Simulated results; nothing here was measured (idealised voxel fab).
Herein follows the process module entitled voxel local oxidation.
Xsec cut, 160 nm wide, square cell size 5 nm.
If you're reading a cross-section in this doc, picture square cells in a grid; it comes to you as bands, top ones listed first down to the bottom, and a band can be one or more rows of cells. Basically the band line says how high the top is and how high the bottom is, in nm, and then what's in it from left to right, every material with its width in nm. Empty space shows up as "empty", and if a single material carries "everywhere" it runs the full band edge to edge. Note: height 0 marks the level under which the wafer is uniformly one material as received. Lowest band unbounded below, written "0 down". When a width is written as two numbers, as in "30..40", the first number is the width in the top row of cells of the band and the second is the width in its bottom row, and the width changes by the same amount from each row to the next. For the purposes of this document, the phrase "nothing changed" attached to a step denotes that no cell within the cross-section was modified by that step. Under "Trapped voids" you'll find the enclosed gaps, the ones with no way out to the top, that are 8 cells or bigger; each reads width x height at distance, with distance counted from the left edge, everything in nm. Note: text after step settings on the step line = simulator remark on that step. A step's line can hold "overlay nm"; with a mask on that step, the setting says how far right of the planned place the mask lay, while a negative setting says it lay to the left.
Listed below are the process steps as planned
1,RECEIVE [material Si]
2,CONFORMAL_DEP [material SiO2] [thk nm 5]
3,CONFORMAL_DEP [material SiN] [thk nm 15]
4,DIRECTIONAL_DEP [material aC] [thk nm 5]
5,PATTERN [tone cover] [mask id ACTIVE] [material resist] [width nm 100] [thk nm 30] [overlay nm 0]
6,DIRECTIONAL_ETCH [etch materials aC] [depth nm 15]
7,STRIP [etch materials resist]
8,DIRECTIONAL_ETCH [etch materials SiN] [depth nm 15]
9,STRIP [etch materials aC]
10,SELECTIVE_ETCH [etch materials SiO2] [depth nm 5]
11,OXIDIZE [depth nm 10]
12,STRIP [etch materials SiN]
Wafer-to-wafer difference: thk nm, step 4. Common start. Plan = first wafer's value.
Received condition of the first of several wafers, sectioned: post-step 1
0 down = Si everywhere
Trapped voids: none
Gained (+) or lost (-) cells of each material since receipt, then closed voids: one row per wafer, at the end of the module
thk nm 5 | -36 Si | +54 SiO2 | Trapped voids: none
thk nm 10 | -36 Si | +54 SiO2 | Trapped voids: none
thk nm 15 | -36 Si | +54 SiO2 | Trapped voids: none
thk nm 20 | +32 SiO2 | Trapped voids: none
thk nm 25 | +32 SiO2 | Trapped voids: none
thk nm 30 | +32 SiO2 | Trapped voids: none
